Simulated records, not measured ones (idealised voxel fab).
This section sets out a process module, namely voxel capacitor over wiring.
The cross-section shown here is cut; it is 255 nm wide and divided into square cells measuring 5 nm on a side.
Cross-section format: a grid of square cells, given as bands from top to bottom; each band is one or more rows of cells.
Quick guide to a band line: top height, bottom height (nm) up front; then every material left to right with its width in nm. Only one material and it's marked "everywhere"? Then it fills the band edge to edge. And "empty" just means empty space.
Basically, 0 is our baseline, since under it the wafer straight out of the box is all one material. The bottom band has no lower end and keeps on going down, so it looks like "top 0, no bottom".
The expression "30..40" gives the width at the extremes of the band, the first number at its top row of cells and the second at its bottom row, with the width changing by equal amounts from each row to the next in between.
"stayed the same" means the step left every cell of the cross-section as it was.
"Enclosed void catalog": sealed empty spaces, 8 cells or more, no open way to top, listed width x height at distance, with distance from the left edge and width, height and distance in nm.
On each step's line, the part that comes after the settings is the simulator's own comment on the step.
overlay nm: mask offset rightward from planned place, masked step; negative means leftward offset.

Steps planned for the process:
1) RECEIVE (material Si)
2) CONFORMAL_DEP (material SiO2; thk nm 10)
3) CONFORMAL_DEP (material SiCN; thk nm 5)
4) DIRECTIONAL_DEP (material lowk; thk nm 20)
5) DIRECTIONAL_DEP (material aC; thk nm 10)
6) PATTERN (tone open; mask id METAL_1; material resist; width nm 30; pitch nm 80; thk nm 25; overlay nm 0)
7) DIRECTIONAL_ETCH (etch materials aC; depth nm 10)
8) STRIP (etch materials resist)
9) DIRECTIONAL_ETCH (etch materials lowk; depth nm 20)
10) DIRECTIONAL_ETCH (etch materials SiCN; depth nm 5)
11) STRIP (etch materials aC)
12) CONFORMAL_DEP (material TiN; thk nm 5)
13) FILL_DEP (material Cu; thk nm 5)
14) CMP (height nm 35)
15) CONFORMAL_DEP (material SiCN; thk nm 5)
16) DIRECTIONAL_DEP (material lowk; thk nm 10)
17) MASKED_ETCH (tone open; mask id PLUG_1; width nm 15; etch materials lowk; depth nm 10; overlay nm 0)
18) MASKED_ETCH (tone open; mask id PLUG_1; width nm 15; etch materials SiCN; depth nm 5; overlay nm 0)
19) EPI (material Ru; thk nm 10)
20) EPI (material Ru; thk nm 5)
21) DIRECTIONAL_DEP (material TiN; thk nm 10)
22) DIRECTIONAL_DEP (material Al2O3; thk nm 5)
23) DIRECTIONAL_DEP (material TiN; thk nm 10)
24) PATTERN (tone cover; mask id UPPER_PLATE; material resist; width nm 55; thk nm 20; overlay nm 0)
25) DIRECTIONAL_ETCH (etch materials TiN; depth nm 10)
26) DIRECTIONAL_ETCH (etch materials Al2O3; depth nm 5)
27) STRIP (etch materials resist)
28) MASKED_ETCH (tone cover; mask id LOWER_PLATE; width nm 65; etch materials TiN; depth nm 10; overlay nm 0)
29) FILL_DEP (material SiO2; thk nm 15)
30) CMP (height nm 85)
31) MASKED_ETCH (tone open; mask id PLUG_2; width nm 15; etch materials SiO2; depth nm 10; overlay nm 0)
32) CONFORMAL_DEP (material TiN; thk nm 5)
33) FILL_DEP (material Ru; thk nm 5)
34) CMP (height nm 85)
35) CONFORMAL_DEP (material SiN; thk nm 5)

What follows covers the first of two wafers; it ran as planned:

Incoming wafer in cross-section (state: after step 1):
	top 0, no bottom  Si everywhere
	Enclosed void catalog: none

After step 2: wafer cross-section:
	top 10, bottom 0  SiO2 everywhere
	Whatever lies below 0 is exactly as it was before.

After step 3: wafer cross-section:
	top 15, bottom 10  SiCN everywhere
	Whatever lies below 10 is exactly as it was before.

After step 4: wafer cross-section:
	top 35, bottom 15  lowk everywhere
	Whatever lies below 15 is exactly as it was before.

After step 5: wafer cross-section:
	top 45, bottom 35  aC everywhere
	Whatever lies below 35 is exactly as it was before.

After step 6: wafer cross-section:
	top 70, bottom 45  resist 70 nm / empty 30 nm / resist 50 nm / empty 30 nm / resist 75 nm
	Whatever lies below 45 is exactly as it was before.

After step 7: wafer cross-section:
	top 60, bottom 45  resist 70 nm / empty 30 nm / resist 50 nm / empty 30 nm / resist 75 nm
	top 45, bottom 35  aC 70 nm / empty 30 nm / aC 50 nm / empty 30 nm / aC 75 nm
	Whatever lies below 35 is exactly as it was before.

After step 8: wafer cross-section:
	top 45, bottom 35  aC 70 nm / empty 30 nm / aC 50 nm / empty 30 nm / aC 75 nm
	Whatever lies below 35 is exactly as it was before.

After step 9: wafer cross-section:
	top 45, bottom 35  aC 70 nm / empty 30 nm / aC 50 nm / empty 30 nm / aC 75 nm
	top 35, bottom 15  lowk 70 nm / empty 30 nm / lowk 50 nm / empty 30 nm / lowk 75 nm
	Whatever lies below 15 is exactly as it was before.

After step 10: wafer cross-section:
	top 45, bottom 35  aC 70 nm / empty 30 nm / aC 50 nm / empty 30 nm / aC 75 nm
	top 35, bottom 15  lowk 70 nm / empty 30 nm / lowk 50 nm / empty 30 nm / lowk 75 nm
	top 15, bottom 10  SiCN 70 nm / empty 30 nm / SiCN 50 nm / empty 30 nm / SiCN 75 nm
	Whatever lies below 10 is exactly as it was before.

After step 11: wafer cross-section:
	top 35, bottom 15  lowk 70 nm / empty 30 nm / lowk 50 nm / empty 30 nm / lowk 75 nm
	Whatever lies below 15 is exactly as it was before.

After step 12: wafer cross-section:
	top 40, bottom 35  TiN 75 nm / empty 20 nm / TiN 60 nm / empty 20 nm / TiN 80 nm
	top 35, bottom 15  lowk 70 nm / TiN 5 nm / empty 20 nm / TiN 5 nm / lowk 50 nm / TiN 5 nm / empty 20 nm / TiN 5 nm / lowk 75 nm
	top 15, bottom 10  SiCN 70 nm / TiN 30 nm / SiCN 50 nm / TiN 30 nm / SiCN 75 nm
	Whatever lies below 10 is exactly as it was before.

After step 13: wafer cross-section:
	top 45, bottom 40  Cu everywhere
	top 40, bottom 35  TiN 75 nm / Cu 20 nm / TiN 60 nm / Cu 20 nm / TiN 80 nm
	top 35, bottom 15  lowk 70 nm / TiN 5 nm / Cu 20 nm / TiN 5 nm / lowk 50 nm / TiN 5 nm / Cu 20 nm / TiN 5 nm / lowk 75 nm
	Whatever lies below 15 is exactly as it was before.

After step 14: wafer cross-section:
	top 35, bottom 15  lowk 70 nm / TiN 5 nm / Cu 20 nm / TiN 5 nm / lowk 50 nm / TiN 5 nm / Cu 20 nm / TiN 5 nm / lowk 75 nm
	Whatever lies below 15 is exactly as it was before.

After step 15: wafer cross-section:
	top 40, bottom 35  SiCN everywhere
	Whatever lies below 35 is exactly as it was before.

After step 16: wafer cross-section:
	top 50, bottom 40  lowk everywhere
	Whatever lies below 40 is exactly as it was before.

After step 17: wafer cross-section:
	top 50, bottom 40  lowk 85 nm / empty 15 nm / lowk 155 nm
	Whatever lies below 40 is exactly as it was before.

After step 18: wafer cross-section:
	top 50, bottom 40  lowk 85 nm / empty 15 nm / lowk 155 nm
	top 40, bottom 35  SiCN 85 nm / empty 15 nm / SiCN 155 nm
	Whatever lies below 35 is exactly as it was before.

After step 19: wafer cross-section:
	top 50, bottom 45  lowk 85 nm / empty 15 nm / lowk 155 nm
	top 45, bottom 40  lowk 85 nm / Ru 15 nm / lowk 155 nm
	top 40, bottom 35  SiCN 85 nm / Ru 15 nm / SiCN 155 nm
	Whatever lies below 35 is exactly as it was before.

After step 20: wafer cross-section:
	top 50, bottom 40  lowk 85 nm / Ru 15 nm / lowk 155 nm
	Whatever lies below 40 is exactly as it was before.

After step 21: wafer cross-section:
	top 60, bottom 50  TiN everywhere
	Whatever lies below 50 is exactly as it was before.

After step 22: wafer cross-section:
	top 65, bottom 60  Al2O3 everywhere
	Whatever lies below 60 is exactly as it was before.

After step 23: wafer cross-section:
	top 75, bottom 65  TiN everywhere
	Whatever lies below 65 is exactly as it was before.

After step 24: wafer cross-section:
	top 95, bottom 75  empty 85 nm / resist 55 nm / empty 115 nm
	Whatever lies below 75 is exactly as it was before.

After step 25: wafer cross-section:
	top 95, bottom 75  empty 85 nm / resist 55 nm / empty 115 nm
	top 75, bottom 65  empty 85 nm / TiN 55 nm / empty 115 nm
	Whatever lies below 65 is exactly as it was before.

After step 26: wafer cross-section:
	top 95, bottom 75  empty 85 nm / resist 55 nm / empty 115 nm
	top 75, bottom 65  empty 85 nm / TiN 55 nm / empty 115 nm
	top 65, bottom 60  empty 85 nm / Al2O3 55 nm / empty 115 nm
	Whatever lies below 60 is exactly as it was before.

After step 27: wafer cross-section:
	top 75, bottom 65  empty 85 nm / TiN 55 nm / empty 115 nm
	Whatever lies below 65 is exactly as it was before.

After step 28: wafer cross-section:
	top 75, bottom 65  empty 85 nm / TiN 55 nm / empty 115 nm
	top 65, bottom 60  empty 85 nm / Al2O3 55 nm / empty 115 nm
	top 60, bottom 50  empty 80 nm / TiN 65 nm / empty 110 nm
	Whatever lies below 50 is exactly as it was before.

After step 29: wafer cross-section:
	top 90, bottom 75  SiO2 everywhere
	top 75, bottom 65  SiO2 85 nm / TiN 55 nm / SiO2 115 nm
	top 65, bottom 60  SiO2 85 nm / Al2O3 55 nm / SiO2 115 nm
	top 60, bottom 50  SiO2 80 nm / TiN 65 nm / SiO2 110 nm
	Whatever lies below 50 is exactly as it was before.

After step 30: wafer cross-section:
	top 85, bottom 75  SiO2 everywhere
	Whatever lies below 75 is exactly as it was before.

After step 31: wafer cross-section:
	top 85, bottom 75  SiO2 95 nm / empty 15 nm / SiO2 145 nm
	Whatever lies below 75 is exactly as it was before.

After step 32: wafer cross-section:
	top 90, bottom 85  TiN 100 nm / empty 5 nm / TiN 150 nm
	top 85, bottom 80  SiO2 95 nm / TiN 5 nm / empty 5 nm / TiN 5 nm / SiO2 145 nm
	top 80, bottom 75  SiO2 95 nm / TiN 15 nm / SiO2 145 nm
	Whatever lies below 75 is exactly as it was before.

After step 33: wafer cross-section:
	top 95, bottom 90  Ru everywhere
	top 90, bottom 85  TiN 100 nm / Ru 5 nm / TiN 150 nm
	top 85, bottom 80  SiO2 95 nm / TiN 5 nm / Ru 5 nm / TiN 5 nm / SiO2 145 nm
	Whatever lies below 80 is exactly as it was before.

After step 34: wafer cross-section:
	top 85, bottom 80  SiO2 95 nm / TiN 5 nm / Ru 5 nm / TiN 5 nm / SiO2 145 nm
	Whatever lies below 80 is exactly as it was before.

After step 35: wafer cross-section:
	top 90, bottom 85  SiN everywhere
	Whatever lies below 85 is exactly as it was before.

Wafer two. Same start, same plan, one slip in execution. Same as wafer one through step 5, inclusive:

Look at the second wafer in cross-section at the time step 6 ought to have finished:
	top 70, bottom 45  resist 75 nm / empty 30 nm / resist 50 nm / empty 30 nm / resist 70 nm
	Whatever lies below 45 is exactly as it was before.

Look at the second wafer in cross-section at the time step 7 ought to have finished:
	top 60, bottom 45  resist 75 nm / empty 30 nm / resist 50 nm / empty 30 nm / resist 70 nm
	top 45, bottom 35  aC 75 nm / empty 30 nm / aC 50 nm / empty 30 nm / aC 70 nm
	Whatever lies below 35 is exactly as it was before.

Look at the second wafer in cross-section at the time step 8 ought to have finished:
	top 45, bottom 35  aC 75 nm / empty 30 nm / aC 50 nm / empty 30 nm / aC 70 nm
	Whatever lies below 35 is exactly as it was before.

Look at the second wafer in cross-section at the time step 9 ought to have finished:
	top 45, bottom 35  aC 75 nm / empty 30 nm / aC 50 nm / empty 30 nm / aC 70 nm
	top 35, bottom 15  lowk 75 nm / empty 30 nm / lowk 50 nm / empty 30 nm / lowk 70 nm
	Whatever lies below 15 is exactly as it was before.

Look at the second wafer in cross-section at the time step 10 ought to have finished:
	top 45, bottom 35  aC 75 nm / empty 30 nm / aC 50 nm / empty 30 nm / aC 70 nm
	top 35, bottom 15  lowk 75 nm / empty 30 nm / lowk 50 nm / empty 30 nm / lowk 70 nm
	top 15, bottom 10  SiCN 75 nm / empty 30 nm / SiCN 50 nm / empty 30 nm / SiCN 70 nm
	Whatever lies below 10 is exactly as it was before.

Look at the second wafer in cross-section at the time step 11 ought to have finished:
	top 35, bottom 15  lowk 75 nm / empty 30 nm / lowk 50 nm / empty 30 nm / lowk 70 nm
	Whatever lies below 15 is exactly as it was before.

Look at the second wafer in cross-section at the time step 12 ought to have finished:
	top 40, bottom 35  TiN 80 nm / empty 20 nm / TiN 60 nm / empty 20 nm / TiN 75 nm
	top 35, bottom 15  lowk 75 nm / TiN 5 nm / empty 20 nm / TiN 5 nm / lowk 50 nm / TiN 5 nm / empty 20 nm / TiN 5 nm / lowk 70 nm
	top 15, bottom 10  SiCN 75 nm / TiN 30 nm / SiCN 50 nm / TiN 30 nm / SiCN 70 nm
	Whatever lies below 10 is exactly as it was before.

Look at the second wafer in cross-section at the time step 13 ought to have finished:
	top 45, bottom 40  Cu everywhere
	top 40, bottom 35  TiN 80 nm / Cu 20 nm / TiN 60 nm / Cu 20 nm / TiN 75 nm
	top 35, bottom 15  lowk 75 nm / TiN 5 nm / Cu 20 nm / TiN 5 nm / lowk 50 nm / TiN 5 nm / Cu 20 nm / TiN 5 nm / lowk 70 nm
	Whatever lies below 15 is exactly as it was before.

Look at the second wafer in cross-section at the time step 14 ought to have finished:
	top 35, bottom 15  lowk 75 nm / TiN 5 nm / Cu 20 nm / TiN 5 nm / lowk 50 nm / TiN 5 nm / Cu 20 nm / TiN 5 nm / lowk 70 nm
	Whatever lies below 15 is exactly as it was before.

Look at the second wafer in cross-section at the time step 15 ought to have finished:
	top 40, bottom 35  SiCN everywhere
	Whatever lies below 35 is exactly as it was before.

Look at the second wafer in cross-section at the time step 16 ought to have finished:
	top 50, bottom 40  lowk everywhere
	Whatever lies below 40 is exactly as it was before.

Look at the second wafer in cross-section at the time step 17 ought to have finished:
	top 50, bottom 40  lowk 85 nm / empty 15 nm / lowk 155 nm
	Whatever lies below 40 is exactly as it was before.

Look at the second wafer in cross-section at the time step 18 ought to have finished:
	top 50, bottom 40  lowk 85 nm / empty 15 nm / lowk 155 nm
	top 40, bottom 35  SiCN 85 nm / empty 15 nm / SiCN 155 nm
	Whatever lies below 35 is exactly as it was before.

Look at the second wafer in cross-section at the time step 19 ought to have finished:
	top 50, bottom 45  lowk 85 nm / empty 15 nm / lowk 155 nm
	top 45, bottom 40  lowk 85 nm / Ru 15 nm / lowk 155 nm
	top 40, bottom 35  SiCN 85 nm / Ru 15 nm / SiCN 155 nm
	Whatever lies below 35 is exactly as it was before.

Look at the second wafer in cross-section at the time step 20 ought to have finished:
	top 50, bottom 40  lowk 85 nm / Ru 15 nm / lowk 155 nm
	Whatever lies below 40 is exactly as it was before.

Look at the second wafer in cross-section at the time step 21 ought to have finished:
	top 60, bottom 50  TiN everywhere
	Whatever lies below 50 is exactly as it was before.

Look at the second wafer in cross-section at the time step 22 ought to have finished:
	top 65, bottom 60  Al2O3 everywhere
	Whatever lies below 60 is exactly as it was before.

Look at the second wafer in cross-section at the time step 23 ought to have finished:
	top 75, bottom 65  TiN everywhere
	Whatever lies below 65 is exactly as it was before.

Look at the second wafer in cross-section at the time step 24 ought to have finished:
	top 95, bottom 75  empty 85 nm / resist 55 nm / empty 115 nm
	Whatever lies below 75 is exactly as it was before.

Look at the second wafer in cross-section at the time step 25 ought to have finished:
	top 95, bottom 75  empty 85 nm / resist 55 nm / empty 115 nm
	top 75, bottom 65  empty 85 nm / TiN 55 nm / empty 115 nm
	Whatever lies below 65 is exactly as it was before.

Look at the second wafer in cross-section at the time step 26 ought to have finished:
	top 95, bottom 75  empty 85 nm / resist 55 nm / empty 115 nm
	top 75, bottom 65  empty 85 nm / TiN 55 nm / empty 115 nm
	top 65, bottom 60  empty 85 nm / Al2O3 55 nm / empty 115 nm
	Whatever lies below 60 is exactly as it was before.

Look at the second wafer in cross-section at the time step 27 ought to have finished:
	top 75, bottom 65  empty 85 nm / TiN 55 nm / empty 115 nm
	Whatever lies below 65 is exactly as it was before.

Look at the second wafer in cross-section at the time step 28 ought to have finished:
	top 75, bottom 65  empty 85 nm / TiN 55 nm / empty 115 nm
	top 65, bottom 60  empty 85 nm / Al2O3 55 nm / empty 115 nm
	top 60, bottom 50  empty 80 nm / TiN 65 nm / empty 110 nm
	Whatever lies below 50 is exactly as it was before.

Look at the second wafer in cross-section at the time step 29 ought to have finished:
	top 90, bottom 75  SiO2 everywhere
	top 75, bottom 65  SiO2 85 nm / TiN 55 nm / SiO2 115 nm
	top 65, bottom 60  SiO2 85 nm / Al2O3 55 nm / SiO2 115 nm
	top 60, bottom 50  SiO2 80 nm / TiN 65 nm / SiO2 110 nm
	Whatever lies below 50 is exactly as it was before.

Look at the second wafer in cross-section at the time step 30 ought to have finished:
	top 85, bottom 75  SiO2 everywhere
	Whatever lies below 75 is exactly as it was before.

Look at the second wafer in cross-section at the time step 31 ought to have finished:
	top 85, bottom 75  SiO2 95 nm / empty 15 nm / SiO2 145 nm
	Whatever lies below 75 is exactly as it was before.

Look at the second wafer in cross-section at the time step 32 ought to have finished:
	top 90, bottom 85  TiN 100 nm / empty 5 nm / TiN 150 nm
	top 85, bottom 80  SiO2 95 nm / TiN 5 nm / empty 5 nm / TiN 5 nm / SiO2 145 nm
	top 80, bottom 75  SiO2 95 nm / TiN 15 nm / SiO2 145 nm
	Whatever lies below 75 is exactly as it was before.

Look at the second wafer in cross-section at the time step 33 ought to have finished:
	top 95, bottom 90  Ru everywhere
	top 90, bottom 85  TiN 100 nm / Ru 5 nm / TiN 150 nm
	top 85, bottom 80  SiO2 95 nm / TiN 5 nm / Ru 5 nm / TiN 5 nm / SiO2 145 nm
	Whatever lies below 80 is exactly as it was before.

Look at the second wafer in cross-section at the time step 34 ought to have finished:
	top 85, bottom 80  SiO2 95 nm / TiN 5 nm / Ru 5 nm / TiN 5 nm / SiO2 145 nm
	Whatever lies below 80 is exactly as it was before.

Look at the second wafer in cross-section at the time step 35 ought to have finished:
	top 90, bottom 85  SiN everywhere
	Whatever lies below 85 is exactly as it was before.
Deviation from plan: so step 6 ended up running with a different setting than we planned, it ran as PATTERN (tone open; mask id METAL_1; material resist; width nm 30; pitch nm 80; thk nm 25; overlay nm 5)
Cell counts per material: same on both final wafers. Positions: different.
